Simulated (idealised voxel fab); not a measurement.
This is a process module. Its name is voxel lift off.
cross-section cut | 260 nm wide | cells 5 nm
Think of the cross-section as a grid of square cells. We describe it in bands, top to bottom, and each band covers one or more rows of those cells.
The entry gives the band's vertical extent as a top height and a bottom height in nm, then its horizontal make-up as materials from left to right, each with a width in nm. "empty" stands for empty space; a single material marked "full width" fills the band edge to edge.
It should be noted that heights are counted from 0, beneath which the wafer as supplied is of one material throughout, and that the lowest band possesses no lower boundary but continues downward, as written in "0..down".
Think of "30 to 40" as a width that walks from the first number to the second as you go down the band, top row to bottom row, taking equal-sized steps from row to row.
Step note "everything unchanged" = no cross-section cell changed.
What "Enclosed void listing" gives you is every empty space of 8 cells or more that is cut off from the top. Each appears as width x height at distance, with the distance taken from the left edge and width, height and distance all in nm.
The remark found on a step's line after its settings is issued by the simulator itself and pertains to that step.
"overlay nm" on a masked step: distance the mask lay right of its planned place, negative for left.

Steps in the process plan
1,RECEIVE | material Si
2,CONFORMAL_DEP | material SiN | thk nm 15
3,PATTERN | tone open | mask id LINES | material resist | width nm 25 | pitch nm 50 | thk nm 30 | overlay nm 0
4,DIRECTIONAL_DEP | material Ru | thk nm 15
5,STRIP | etch materials resist
6,CONFORMAL_DEP | material SiCN | thk nm 5

Wafer at receipt (post step 1), cross-section
* 0..down: Si full width
* Enclosed void listing: none

As-planned run: cross-section of the first of two wafers at end of module
* 35..30: empty: 60, SiCN: 35, empty: 15, SiCN: 35, empty: 15, SiCN: 35, empty: 65
* 30..20: empty: 60, SiCN: 5, Ru: 25, SiCN: 5, empty: 15, SiCN: 5, Ru: 25, SiCN: 5, empty: 15, SiCN: 5, Ru: 25, SiCN: 5, empty: 65
* 20..15: SiCN: 65, Ru: 25, SiCN: 25, Ru: 25, SiCN: 25, Ru: 25, SiCN: 70
* 15..0: SiN full width
* 0..down: Si full width
* Enclosed void listing: none

Now the second wafer, cross-sectioned at the end of the module. Nothing different at the start, nothing different in the plan compared with the first, just one mistake when it was actually run
* 50..45: empty: 60, SiCN: 35, empty: 15, SiCN: 35, empty: 15, SiCN: 35, empty: 65
* 45..35: empty: 60, SiCN: 5, Ru: 25, SiCN: 5, empty: 15, SiCN: 5, Ru: 25, SiCN: 5, empty: 15, SiCN: 5, Ru: 25, SiCN: 5, empty: 65
* 35..30: SiCN: 65, Ru: 25, SiCN: 25, Ru: 25, SiCN: 25, Ru: 25, SiCN: 70
* 30..0: SiN full width
* 0..down: Si full width
* Enclosed void listing: none
Short version of what went wrong: step 2 of the plan was performed twice
Final cells, second wafer relative to first, materials higher or lower: 156 more of SiN
